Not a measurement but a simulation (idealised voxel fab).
process module | voxel transistor to metal
cross-section cut | 195 nm wide | cells 5 nm
A cross-section is a grid of square cells, given in bands from the top down. A band is one or more rows of cells.
Each band's line starts with the height of the band's top and of its bottom, in nm. Then come its materials from left to right, each with its width in nm. One material with "throughout" fills the band from edge to edge. "air" is empty space.
Height 0 is the level under which the wafer as received is all one material. The lowest band goes on downwards, as in "0 down".
A width such as "30 to 40" changes by the same amount from each row of cells to the next, from the band's top row to its bottom row.
"no change" after a step means that no cell of the cross-section changed.
closed voids: empty space of 8 cells or more with no open way to the top, each as width x height at its distance from the left edge, in nm
after a step's settings: what the simulator itself notes on the step
overlay nm, on a step with a mask: how far to the right of its planned place the mask lay; to the left if negative
plan
1 op RECEIVE | material Si
2 op OXIDIZE | depth nm 5
3 op CONFORMAL_DEP | material SiN | thk nm 10
4 op DIRECTIONAL_DEP | material aC | thk nm 15
5 op PATTERN | tone cover | mask id ACTIVE | material resist | width nm 130 | thk nm 30 | overlay nm 0
6 op DIRECTIONAL_ETCH | etch materials aC | depth nm 15
7 op STRIP | etch materials resist
8 op DIRECTIONAL_ETCH | etch materials SiN | depth nm 10
9 op DIRECTIONAL_ETCH | etch materials SiO2 | depth nm 5
10 op DIRECTIONAL_ETCH | etch materials Si | depth nm 30
11 op STRIP | etch materials aC
12 op FILL_DEP | material SiO2 | thk nm 5
13 op CMP | height nm 10
14 op SELECTIVE_ETCH | etch materials SiO2 | depth nm 10
15 op STRIP | etch materials SiN
16 op SELECTIVE_ETCH | etch materials SiO2 | depth nm 5
17 op OXIDIZE | depth nm 5
18 op DIRECTIONAL_DEP | material polySi | thk nm 30
19 op DIRECTIONAL_DEP | material SiCN | thk nm 10
20 op DIRECTIONAL_DEP | material aC | thk nm 15
21 op PATTERN | tone cover | mask id GATE | material resist | width nm 30 | thk nm 30 | overlay nm 0
22 op DIRECTIONAL_ETCH | etch materials aC | depth nm 15
23 op STRIP | etch materials resist
24 op DIRECTIONAL_ETCH | etch materials SiCN | depth nm 20
25 op DIRECTIONAL_ETCH | etch materials polySi | depth nm 40
26 op STRIP | etch materials aC
27 op CONFORMAL_DEP | material SiN | thk nm 10
28 op DIRECTIONAL_ETCH | etch materials SiN | depth nm 10
29 op DIRECTIONAL_ETCH | etch materials SiO2 | depth nm 5
30 op DIRECTIONAL_ETCH | etch materials Si | depth nm 10
31 op EPI | material pSi | thk nm 10
32 op FILL_DEP | material SiO2 | thk nm 10
33 op CMP | height nm 25
34 op STRIP | etch materials polySi
35 op SELECTIVE_ETCH | etch materials SiO2 | depth nm 5
36 op CONFORMAL_DEP | material HfO2 | thk nm 5
37 op CONFORMAL_DEP | material TiN | thk nm 5
38 op FILL_DEP | material W | thk nm 10
39 op CMP | height nm 20
40 op DIRECTIONAL_DEP | material SiO2 | thk nm 10
41 op PATTERN | tone open | mask id CONTACT | material resist | width nm 20 | pitch nm 90 | thk nm 20 | overlay nm 0
42 op DIRECTIONAL_ETCH | etch materials SiO2 | depth nm 40
43 op STRIP | etch materials resist
44 op CONFORMAL_DEP | material TiN | thk nm 5
45 op FILL_DEP | material W | thk nm 10
46 op CMP | height nm 30
47 op DIRECTIONAL_DEP | material TiN | thk nm 5
48 op DIRECTIONAL_DEP | material Ru | thk nm 25
49 op MASKED_ETCH | tone cover | mask id METAL_1 | width nm 20 | pitch nm 90 | etch materials Ru | depth nm 25 | overlay nm 0
50 op MASKED_ETCH | tone cover | mask id METAL_1 | width nm 20 | pitch nm 90 | etch materials TiN | depth nm 5 | overlay nm 0
51 op CONFORMAL_DEP | material SiN | thk nm 5
52 op FILL_DEP | material SiO2 | thk nm 5
53 op CMP | height nm 60
54 op CONFORMAL_DEP | material SiCN | thk nm 5
first wafer, as planned
as received, after step 1
  0 down: Si throughout
  closed voids: none
after step 2
  0 to -5: SiO2 throughout
  below -5: unchanged
after step 3
  10 to 0: SiN throughout
  below 0: unchanged
after step 4
  25 to 10: aC throughout
  below 10: unchanged
after step 5
  55 to 25: air 30 | resist 130 | air 35
  below 25: unchanged
after step 6
  40 to 25: air 30 | resist 130 | air 35
  25 to 10: air 30 | aC 130 | air 35
  below 10: unchanged
after step 7
  25 to 10: air 30 | aC 130 | air 35
  below 10: unchanged
after step 8
  25 to 10: air 30 | aC 130 | air 35
  10 to 0: air 30 | SiN 130 | air 35
  below 0: unchanged
after step 9
  25 to 10: air 30 | aC 130 | air 35
  10 to 0: air 30 | SiN 130 | air 35
  0 to -5: air 30 | SiO2 130 | air 35
  below -5: unchanged
after step 10
  25 to 10: air 30 | aC 130 | air 35
  10 to 0: air 30 | SiN 130 | air 35
  0 to -5: air 30 | SiO2 130 | air 35
  -5 to -35: air 30 | Si 130 | air 35
  below -35: unchanged
after step 11
  10 to 0: air 30 | SiN 130 | air 35
  below 0: unchanged
after step 12
  15 to 10: SiO2 throughout
  10 to 0: SiO2 30 | SiN 130 | SiO2 35
  0 to -5: SiO2 throughout
  -5 to -35: SiO2 30 | Si 130 | SiO2 35
  below -35: unchanged
after step 13
  10 to 0: SiO2 30 | SiN 130 | SiO2 35
  below 0: unchanged
after step 14
  10 to 0: air 30 | SiN 130 | air 35
  below 0: unchanged
after step 15
  0 to -5: SiO2 throughout
  below -5: unchanged
after step 16
  -5 to -35: SiO2 30 | Si 130 | SiO2 35
  below -35: unchanged
after step 17
  -5 to -10: SiO2 throughout
  below -10: unchanged
after step 18
  25 to -5: polySi throughout
  below -5: unchanged
after step 19
  35 to 25: SiCN throughout
  below 25: unchanged
after step 20
  50 to 35: aC throughout
  below 35: unchanged
after step 21
  80 to 50: air 80 | resist 30 | air 85
  below 50: unchanged
after step 22
  65 to 50: air 80 | resist 30 | air 85
  50 to 35: air 80 | aC 30 | air 85
  below 35: unchanged
after step 23
  50 to 35: air 80 | aC 30 | air 85
  below 35: unchanged
after step 24
  50 to 35: air 80 | aC 30 | air 85
  35 to 25: air 80 | SiCN 30 | air 85
  below 25: unchanged
after step 25
  50 to 35: air 80 | aC 30 | air 85
  35 to 25: air 80 | SiCN 30 | air 85
  25 to -5: air 80 | polySi 30 | air 85
  below -5: unchanged
after step 26
  35 to 25: air 80 | SiCN 30 | air 85
  below 25: unchanged
after step 27
  45 to 35: air 70 | SiN 50 | air 75
  35 to 25: air 70 | SiN 10 | SiCN 30 | SiN 10 | air 75
  25 to 5: air 70 | SiN 10 | polySi 30 | SiN 10 | air 75
  5 to -5: SiN 80 | polySi 30 | SiN 85
  below -5: unchanged
after step 28
  35 to 25: air 70 | SiN 10 | SiCN 30 | SiN 10 | air 75
  25 to -5: air 70 | SiN 10 | polySi 30 | SiN 10 | air 75
  below -5: unchanged
after step 29
  35 to 25: air 70 | SiN 10 | SiCN 30 | SiN 10 | air 75
  25 to -5: air 70 | SiN 10 | polySi 30 | SiN 10 | air 75
  -5 to -10: air 70 | SiO2 50 | air 75
  below -10: unchanged
after step 30
  35 to 25: air 70 | SiN 10 | SiCN 30 | SiN 10 | air 75
  25 to -5: air 70 | SiN 10 | polySi 30 | SiN 10 | air 75
  -5 to -10: air 70 | SiO2 50 | air 75
  -10 to -20: SiO2 30 | air 40 | Si 50 | air 40 | SiO2 35
  below -20: unchanged
after step 31
  35 to 25: air 70 | SiN 10 | SiCN 30 | SiN 10 | air 75
  25 to 0: air 70 | SiN 10 | polySi 30 | SiN 10 | air 75
  0 to -5: air 60 | pSi 10 | SiN 10 | polySi 30 | SiN 10 | pSi 10 | air 65
  -5 to -10: air 60 | pSi 10 | SiO2 50 | pSi 10 | air 65
  -10 to -20: SiO2 30 | pSi 40 | Si 50 | pSi 40 | SiO2 35
  below -20: unchanged
after step 32
  45 to 35: SiO2 throughout
  35 to 25: SiO2 70 | SiN 10 | SiCN 30 | SiN 10 | SiO2 75
  25 to 0: SiO2 70 | SiN 10 | polySi 30 | SiN 10 | SiO2 75
  0 to -5: SiO2 60 | pSi 10 | SiN 10 | polySi 30 | SiN 10 | pSi 10 | SiO2 65
  -5 to -10: SiO2 60 | pSi 10 | SiO2 50 | pSi 10 | SiO2 65
  below -10: unchanged
after step 33
  25 to 0: SiO2 70 | SiN 10 | polySi 30 | SiN 10 | SiO2 75
  below 0: unchanged
after step 34
  25 to 0: SiO2 70 | SiN 10 | air 30 | SiN 10 | SiO2 75
  0 to -5: SiO2 60 | pSi 10 | SiN 10 | air 30 | SiN 10 | pSi 10 | SiO2 65
  below -5: unchanged
after step 35
  25 to 20: air 70 | SiN 10 | air 30 | SiN 10 | air 75
  20 to 0: SiO2 70 | SiN 10 | air 30 | SiN 10 | SiO2 75
  0 to -5: SiO2 60 | pSi 10 | SiN 10 | air 30 | SiN 10 | pSi 10 | SiO2 65
  -5 to -10: SiO2 60 | pSi 10 | SiO2 5 | air 40 | SiO2 5 | pSi 10 | SiO2 65
  below -10: unchanged
after step 36
  30 to 25: air 65 | HfO2 20 | air 20 | HfO2 20 | air 70
  25 to 20: HfO2 70 | SiN 10 | HfO2 5 | air 20 | HfO2 5 | SiN 10 | HfO2 75
  20 to 0: SiO2 70 | SiN 10 | HfO2 5 | air 20 | HfO2 5 | SiN 10 | SiO2 75
  0 to -5: SiO2 60 | pSi 10 | SiN 10 | HfO2 5 | air 20 | HfO2 5 | SiN 10 | pSi 10 | SiO2 65
  -5 to -10: SiO2 60 | pSi 10 | SiO2 5 | HfO2 40 | SiO2 5 | pSi 10 | SiO2 65
  below -10: unchanged
after step 37
  35 to 30: air 60 | TiN 30 | air 10 | TiN 30 | air 65
  30 to 25: TiN 65 | HfO2 20 | TiN 5 | air 10 | TiN 5 | HfO2 20 | TiN 70
  25 to 20: HfO2 70 | SiN 10 | HfO2 5 | TiN 5 | air 10 | TiN 5 | HfO2 5 | SiN 10 | HfO2 75
  20 to 0: SiO2 70 | SiN 10 | HfO2 5 | TiN 5 | air 10 | TiN 5 | HfO2 5 | SiN 10 | SiO2 75
  0 to -5: SiO2 60 | pSi 10 | SiN 10 | HfO2 5 | TiN 20 | HfO2 5 | SiN 10 | pSi 10 | SiO2 65
  below -5: unchanged
after step 38
  45 to 35: W throughout
  35 to 30: W 60 | TiN 30 | W 10 | TiN 30 | W 65
  30 to 25: TiN 65 | HfO2 20 | TiN 5 | W 10 | TiN 5 | HfO2 20 | TiN 70
  25 to 20: HfO2 70 | SiN 10 | HfO2 5 | TiN 5 | W 10 | TiN 5 | HfO2 5 | SiN 10 | HfO2 75
  20 to 0: SiO2 70 | SiN 10 | HfO2 5 | TiN 5 | W 10 | TiN 5 | HfO2 5 | SiN 10 | SiO2 75
  below 0: unchanged
after step 39
  20 to 0: SiO2 70 | SiN 10 | HfO2 5 | TiN 5 | W 10 | TiN 5 | HfO2 5 | SiN 10 | SiO2 75
  below 0: unchanged
after step 40
  30 to 20: SiO2 throughout
  below 20: unchanged
after step 41
  50 to 30: resist 40 | air 20 | resist 70 | air 20 | resist 45
  below 30: unchanged
after step 42
  50 to 30: resist 40 | air 20 | resist 70 | air 20 | resist 45
  30 to 20: SiO2 40 | air 20 | SiO2 70 | air 20 | SiO2 45
  20 to 0: SiO2 40 | air 20 | SiO2 10 | SiN 10 | HfO2 5 | TiN 5 | W 10 | TiN 5 | HfO2 5 | SiN 10 | SiO2 10 | air 20 | SiO2 45
  0 to -5: SiO2 40 | air 20 | pSi 10 | SiN 10 | HfO2 5 | TiN 20 | HfO2 5 | SiN 10 | pSi 10 | air 20 | SiO2 45
  -5 to -10: SiO2 40 | air 20 | pSi 10 | SiO2 5 | HfO2 40 | SiO2 5 | pSi 10 | air 20 | SiO2 45
  below -10: unchanged
after step 43
  30 to 20: SiO2 40 | air 20 | SiO2 70 | air 20 | SiO2 45
  below 20: unchanged
after step 44
  35 to 30: TiN 45 | air 10 | TiN 80 | air 10 | TiN 50
  30 to 20: SiO2 40 | TiN 5 | air 10 | TiN 5 | SiO2 70 | TiN 5 | air 10 | TiN 5 | SiO2 45
  20 to 0: SiO2 40 | TiN 5 | air 10 | TiN 5 | SiO2 10 | SiN 10 | HfO2 5 | TiN 5 | W 10 | TiN 5 | HfO2 5 | SiN 10 | SiO2 10 | TiN 5 | air 10 | TiN 5 | SiO2 45
  0 to -5: SiO2 40 | TiN 5 | air 10 | TiN 5 | pSi 10 | SiN 10 | HfO2 5 | TiN 20 | HfO2 5 | SiN 10 | pSi 10 | TiN 5 | air 10 | TiN 5 | SiO2 45
  -5 to -10: SiO2 40 | TiN 20 | pSi 10 | SiO2 5 | HfO2 40 | SiO2 5 | pSi 10 | TiN 20 | SiO2 45
  below -10: unchanged
after step 45
  45 to 35: W throughout
  35 to 30: TiN 45 | W 10 | TiN 80 | W 10 | TiN 50
  30 to 20: SiO2 40 | TiN 5 | W 10 | TiN 5 | SiO2 70 | TiN 5 | W 10 | TiN 5 | SiO2 45
  20 to 0: SiO2 40 | TiN 5 | W 10 | TiN 5 | SiO2 10 | SiN 10 | HfO2 5 | TiN 5 | W 10 | TiN 5 | HfO2 5 | SiN 10 | SiO2 10 | TiN 5 | W 10 | TiN 5 | SiO2 45
  0 to -5: SiO2 40 | TiN 5 | W 10 | TiN 5 | pSi 10 | SiN 10 | HfO2 5 | TiN 20 | HfO2 5 | SiN 10 | pSi 10 | TiN 5 | W 10 | TiN 5 | SiO2 45
  below -5: unchanged
after step 46
  30 to 20: SiO2 40 | TiN 5 | W 10 | TiN 5 | SiO2 70 | TiN 5 | W 10 | TiN 5 | SiO2 45
  below 20: unchanged
after step 47
  35 to 30: TiN throughout
  below 30: unchanged
after step 48
  60 to 35: Ru throughout
  below 35: unchanged
after step 49
  60 to 35: air 40 | Ru 20 | air 70 | Ru 20 | air 45
  below 35: unchanged
after step 50
  60 to 35: air 40 | Ru 20 | air 70 | Ru 20 | air 45
  35 to 30: air 40 | TiN 20 | air 70 | TiN 20 | air 45
  below 30: unchanged
after step 51
  65 to 60: air 35 | SiN 30 | air 60 | SiN 30 | air 40
  60 to 35: air 35 | SiN 5 | Ru 20 | SiN 5 | air 60 | SiN 5 | Ru 20 | SiN 5 | air 40
  35 to 30: SiN 40 | TiN 20 | SiN 70 | TiN 20 | SiN 45
  below 30: unchanged
after step 52
  70 to 65: SiO2 throughout
  65 to 60: SiO2 35 | SiN 30 | SiO2 60 | SiN 30 | SiO2 40
  60 to 35: SiO2 35 | SiN 5 | Ru 20 | SiN 5 | SiO2 60 | SiN 5 | Ru 20 | SiN 5 | SiO2 40
  below 35: unchanged
after step 53
  60 to 35: SiO2 35 | SiN 5 | Ru 20 | SiN 5 | SiO2 60 | SiN 5 | Ru 20 | SiN 5 | SiO2 40
  below 35: unchanged
after step 54
  65 to 60: SiCN throughout
  below 60: unchanged
second wafer: like start, like plan, one mistake. Through step 30 it matches the first wafer
when step 31 should have ended
  35 to 25: air 70 | SiN 10 | SiCN 30 | SiN 10 | air 75
  25 to 5: air 70 | SiN 10 | polySi 30 | SiN 10 | air 75
  5 to -5: air 55 | pSi 15 | SiN 10 | polySi 30 | SiN 10 | pSi 15 | air 60
  -5 to -10: air 25 | pSi 45 | SiO2 50 | pSi 45 | air 30
  -10 to -20: SiO2 30 | pSi 40 | Si 50 | pSi 40 | SiO2 35
  below -20: unchanged
when step 32 should have ended
  45 to 35: SiO2 throughout
  35 to 25: SiO2 70 | SiN 10 | SiCN 30 | SiN 10 | SiO2 75
  25 to 5: SiO2 70 | SiN 10 | polySi 30 | SiN 10 | SiO2 75
  5 to -5: SiO2 55 | pSi 15 | SiN 10 | polySi 30 | SiN 10 | pSi 15 | SiO2 60
  -5 to -10: SiO2 25 | pSi 45 | SiO2 50 | pSi 45 | SiO2 30
  below -10: unchanged
when step 33 should have ended
  25 to 5: SiO2 70 | SiN 10 | polySi 30 | SiN 10 | SiO2 75
  below 5: unchanged
when step 34 should have ended
  25 to 5: SiO2 70 | SiN 10 | air 30 | SiN 10 | SiO2 75
  5 to -5: SiO2 55 | pSi 15 | SiN 10 | air 30 | SiN 10 | pSi 15 | SiO2 60
  below -5: unchanged
when step 35 should have ended
  25 to 20: air 70 | SiN 10 | air 30 | SiN 10 | air 75
  20 to 5: SiO2 70 | SiN 10 | air 30 | SiN 10 | SiO2 75
  5 to -5: SiO2 55 | pSi 15 | SiN 10 | air 30 | SiN 10 | pSi 15 | SiO2 60
  -5 to -10: SiO2 25 | pSi 45 | SiO2 5 | air 40 | SiO2 5 | pSi 45 | SiO2 30
  below -10: unchanged
when step 36 should have ended
  30 to 25: air 65 | HfO2 20 | air 20 | HfO2 20 | air 70
  25 to 20: HfO2 70 | SiN 10 | HfO2 5 | air 20 | HfO2 5 | SiN 10 | HfO2 75
  20 to 5: SiO2 70 | SiN 10 | HfO2 5 | air 20 | HfO2 5 | SiN 10 | SiO2 75
  5 to -5: SiO2 55 | pSi 15 | SiN 10 | HfO2 5 | air 20 | HfO2 5 | SiN 10 | pSi 15 | SiO2 60
  -5 to -10: SiO2 25 | pSi 45 | SiO2 5 | HfO2 40 | SiO2 5 | pSi 45 | SiO2 30
  below -10: unchanged
when step 37 should have ended
  35 to 30: air 60 | TiN 30 | air 10 | TiN 30 | air 65
  30 to 25: TiN 65 | HfO2 20 | TiN 5 | air 10 | TiN 5 | HfO2 20 | TiN 70
  25 to 20: HfO2 70 | SiN 10 | HfO2 5 | TiN 5 | air 10 | TiN 5 | HfO2 5 | SiN 10 | HfO2 75
  20 to 5: SiO2 70 | SiN 10 | HfO2 5 | TiN 5 | air 10 | TiN 5 | HfO2 5 | SiN 10 | SiO2 75
  5 to 0: SiO2 55 | pSi 15 | SiN 10 | HfO2 5 | TiN 5 | air 10 | TiN 5 | HfO2 5 | SiN 10 | pSi 15 | SiO2 60
  0 to -5: SiO2 55 | pSi 15 | SiN 10 | HfO2 5 | TiN 20 | HfO2 5 | SiN 10 | pSi 15 | SiO2 60
  below -5: unchanged
when step 38 should have ended
  45 to 35: W throughout
  35 to 30: W 60 | TiN 30 | W 10 | TiN 30 | W 65
  30 to 25: TiN 65 | HfO2 20 | TiN 5 | W 10 | TiN 5 | HfO2 20 | TiN 70
  25 to 20: HfO2 70 | SiN 10 | HfO2 5 | TiN 5 | W 10 | TiN 5 | HfO2 5 | SiN 10 | HfO2 75
  20 to 5: SiO2 70 | SiN 10 | HfO2 5 | TiN 5 | W 10 | TiN 5 | HfO2 5 | SiN 10 | SiO2 75
  5 to 0: SiO2 55 | pSi 15 | SiN 10 | HfO2 5 | TiN 5 | W 10 | TiN 5 | HfO2 5 | SiN 10 | pSi 15 | SiO2 60
  below 0: unchanged
when step 39 should have ended
  20 to 5: SiO2 70 | SiN 10 | HfO2 5 | TiN 5 | W 10 | TiN 5 | HfO2 5 | SiN 10 | SiO2 75
  below 5: unchanged
when step 40 should have ended
  30 to 20: SiO2 throughout
  below 20: unchanged
when step 41 should have ended
  50 to 30: resist 40 | air 20 | resist 70 | air 20 | resist 45
  below 30: unchanged
when step 42 should have ended
  50 to 30: resist 40 | air 20 | resist 70 | air 20 | resist 45
  30 to 20: SiO2 40 | air 20 | SiO2 70 | air 20 | SiO2 45
  20 to 5: SiO2 40 | air 20 | SiO2 10 | SiN 10 | HfO2 5 | TiN 5 | W 10 | TiN 5 | HfO2 5 | SiN 10 | SiO2 10 | air 20 | SiO2 45
  5 to 0: SiO2 40 | air 15 | pSi 15 | SiN 10 | HfO2 5 | TiN 5 | W 10 | TiN 5 | HfO2 5 | SiN 10 | pSi 15 | air 15 | SiO2 45
  0 to -5: SiO2 40 | air 15 | pSi 15 | SiN 10 | HfO2 5 | TiN 20 | HfO2 5 | SiN 10 | pSi 15 | air 15 | SiO2 45
  below -5: unchanged
when step 43 should have ended
  30 to 20: SiO2 40 | air 20 | SiO2 70 | air 20 | SiO2 45
  below 20: unchanged
when step 44 should have ended
  35 to 30: TiN 45 | air 10 | TiN 80 | air 10 | TiN 50
  30 to 20: SiO2 40 | TiN 5 | air 10 | TiN 5 | SiO2 70 | TiN 5 | air 10 | TiN 5 | SiO2 45
  20 to 10: SiO2 40 | TiN 5 | air 10 | TiN 5 | SiO2 10 | SiN 10 | HfO2 5 | TiN 5 | W 10 | TiN 5 | HfO2 5 | SiN 10 | SiO2 10 | TiN 5 | air 10 | TiN 5 | SiO2 45
  10 to 5: SiO2 40 | TiN 5 | air 5 | TiN 10 | SiO2 10 | SiN 10 | HfO2 5 | TiN 5 | W 10 | TiN 5 | HfO2 5 | SiN 10 | SiO2 10 | TiN 10 | air 5 | TiN 5 | SiO2 45
  5 to 0: SiO2 40 | TiN 5 | air 5 | TiN 5 | pSi 15 | SiN 10 | HfO2 5 | TiN 5 | W 10 | TiN 5 | HfO2 5 | SiN 10 | pSi 15 | TiN 5 | air 5 | TiN 5 | SiO2 45
  0 to -5: SiO2 40 | TiN 15 | pSi 15 | SiN 10 | HfO2 5 | TiN 20 | HfO2 5 | SiN 10 | pSi 15 | TiN 15 | SiO2 45
  below -5: unchanged
when step 45 should have ended
  45 to 35: W throughout
  35 to 30: TiN 45 | W 10 | TiN 80 | W 10 | TiN 50
  30 to 20: SiO2 40 | TiN 5 | W 10 | TiN 5 | SiO2 70 | TiN 5 | W 10 | TiN 5 | SiO2 45
  20 to 10: SiO2 40 | TiN 5 | W 10 | TiN 5 | SiO2 10 | SiN 10 | HfO2 5 | TiN 5 | W 10 | TiN 5 | HfO2 5 | SiN 10 | SiO2 10 | TiN 5 | W 10 | TiN 5 | SiO2 45
  10 to 5: SiO2 40 | TiN 5 | W 5 | TiN 10 | SiO2 10 | SiN 10 | HfO2 5 | TiN 5 | W 10 | TiN 5 | HfO2 5 | SiN 10 | SiO2 10 | TiN 10 | W 5 | TiN 5 | SiO2 45
  5 to 0: SiO2 40 | TiN 5 | W 5 | TiN 5 | pSi 15 | SiN 10 | HfO2 5 | TiN 5 | W 10 | TiN 5 | HfO2 5 | SiN 10 | pSi 15 | TiN 5 | W 5 | TiN 5 | SiO2 45
  below 0: unchanged
when step 46 should have ended
  30 to 20: SiO2 40 | TiN 5 | W 10 | TiN 5 | SiO2 70 | TiN 5 | W 10 | TiN 5 | SiO2 45
  below 20: unchanged
when step 47 should have ended
  35 to 30: TiN throughout
  below 30: unchanged
when step 48 should have ended
  60 to 35: Ru throughout
  below 35: unchanged
when step 49 should have ended
  60 to 35: air 40 | Ru 20 | air 70 | Ru 20 | air 45
  below 35: unchanged
when step 50 should have ended
  60 to 35: air 40 | Ru 20 | air 70 | Ru 20 | air 45
  35 to 30: air 40 | TiN 20 | air 70 | TiN 20 | air 45
  below 30: unchanged
when step 51 should have ended
  65 to 60: air 35 | SiN 30 | air 60 | SiN 30 | air 40
  60 to 35: air 35 | SiN 5 | Ru 20 | SiN 5 | air 60 | SiN 5 | Ru 20 | SiN 5 | air 40
  35 to 30: SiN 40 | TiN 20 | SiN 70 | TiN 20 | SiN 45
  below 30: unchanged
when step 52 should have ended
  70 to 65: SiO2 throughout
  65 to 60: SiO2 35 | SiN 30 | SiO2 60 | SiN 30 | SiO2 40
  60 to 35: SiO2 35 | SiN 5 | Ru 20 | SiN 5 | SiO2 60 | SiN 5 | Ru 20 | SiN 5 | SiO2 40
  below 35: unchanged
when step 53 should have ended
  60 to 35: SiO2 35 | SiN 5 | Ru 20 | SiN 5 | SiO2 60 | SiN 5 | Ru 20 | SiN 5 | SiO2 40
  below 35: unchanged
when step 54 should have ended
  65 to 60: SiCN throughout
  below 60: unchanged
what went wrong: step 31 ran as: op EPI | material pSi | thk nm 15
at the end the second wafer has, in cells: 10 fewer of SiO2 | 4 fewer of TiN | 8 fewer of W | 22 more of pSi
